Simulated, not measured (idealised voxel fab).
Documented hereafter: the process module known as voxel self aligned vias.
200 nm wide, 5 nm square cells: that's cross-section cut.
Heads up, the way a cross-section reads in here is a grid of square cells, handed over as bands from the top down, with every band being one or more rows of cells. Heads up on the band format: heights come first, top then bottom, in nm. After that it's the materials left to right, each with its width in nm. A single material flagged "edge to edge" fills the whole band edge to edge, and "air" means there's empty space there. Height reference: 0 = level under which incoming wafer is all one material. Lowest band: no bottom, runs on downward, e.g. "0 and below". Width: "30 to 40" (first number = top row, second number = bottom row, same change from row to row of cells). Key: "no change" - step with no changed cell in the cross-section. Closed empty spaces (no open way to the top) of 8 cells or more are what "Closed void list" lists, each as width x height at distance from the left edge, nm for all three. Text after the settings on a step's line: the simulator's own remark on that step. overlay nm: right-of-plan distance of the mask on a masked step; negative values mean left-of-plan.
Intended process steps
1 RECEIVE,material Si
2 CONFORMAL_DEP,material SiO2,thk nm 15
3 CONFORMAL_DEP,material SiCN,thk nm 5
4 DIRECTIONAL_DEP,material SiO2,thk nm 20
5 DIRECTIONAL_DEP,material aC,thk nm 10
6 PATTERN,tone open,mask id LINES,material resist,width nm 20,pitch nm 65,thk nm 25,overlay nm 0
7 DIRECTIONAL_ETCH,etch materials aC,depth nm 10
8 STRIP,etch materials resist
9 DIRECTIONAL_ETCH,etch materials SiO2,depth nm 20
10 STRIP,etch materials aC
11 CONFORMAL_DEP,material TiN,thk nm 5
12 FILL_DEP,material Ru,thk nm 5
13 CMP,height nm 40
14 SELECTIVE_ETCH,etch materials W Ru TiN,depth nm 10
15 FILL_DEP,material SiN,thk nm 5
16 CMP,height nm 40
17 DIRECTIONAL_DEP,material SiO2,thk nm 20
18 PATTERN,tone open,mask id VIAS,material resist,width nm 40,pitch nm 65,thk nm 20,overlay nm 0
19 DIRECTIONAL_ETCH,etch materials SiO2,depth nm 20
20 DIRECTIONAL_ETCH,etch materials SiN,depth nm 10
21 STRIP,etch materials resist
22 CONFORMAL_DEP,material TiN,thk nm 5
23 FILL_DEP,material W,thk nm 10
24 CMP,height nm 60
25 CONFORMAL_DEP,material SiN,thk nm 5
Incoming wafer, cross-sectional view, post step 1
	0 and below = Si edge to edge
	Closed void list: none
Cross-section, first of two wafers, end of module, run as planned
	65 down to 60 = SiN edge to edge
	60 down to 45 = SiO2 45  TiN 5  W 30  TiN 5  SiO2 25  TiN 5  W 30  TiN 5  SiO2 50
	45 down to 35 = SiO2 45 to 55  TiN 15 to 5  W 10  TiN 15 to 5  SiO2 25 to 45  TiN 15 to 5  W 10  TiN 15 to 5  SiO2 50 to 60
	35 down to 30 = SiO2 55  TiN 20  SiO2 45  TiN 20  SiO2 60
	30 down to 25 = SiO2 55  TiN 5  Ru 10  TiN 5  SiO2 45  TiN 5  Ru 10  TiN 5  SiO2 60
	25 down to 20 = SiO2 55  TiN 20  SiO2 45  TiN 20  SiO2 60
	20 down to 15 = SiCN edge to edge
	15 down to 0 = SiO2 edge to edge
	0 and below = Si edge to edge
	Closed void list: none
Module end: cross-section of wafer two of two. Same start and process plan as the first wafer. One mistake during execution
	65 down to 60 = SiN edge to edge
	60 down to 45 = SiO2 45  TiN 5  W 30  TiN 5  SiO2 25  TiN 5  W 30  TiN 5  SiO2 50
	45 down to 35 = SiO2 45 to 65  TiN 25 to 5  W 10  TiN 5  SiO2 25 to 45  TiN 25 to 5  W 10  TiN 5  SiO2 50
	35 down to 30 = SiO2 65  TiN 20  SiO2 45  TiN 20  SiO2 50
	30 down to 25 = SiO2 65  TiN 5  Ru 10  TiN 5  SiO2 45  TiN 5  Ru 10  TiN 5  SiO2 50
	25 down to 20 = SiO2 65  TiN 20  SiO2 45  TiN 20  SiO2 50
	20 down to 15 = SiCN edge to edge
	15 down to 0 = SiO2 edge to edge
	0 and below = Si edge to edge
	Closed void list: none
What broke from the plan during processing? step 6 was not run as planned; what actually ran was PATTERN,tone open,mask id LINES,material resist,width nm 20,pitch nm 65,thk nm 25,overlay nm 10
Final wafers compared: equal cell tally per material, rearranged layout.
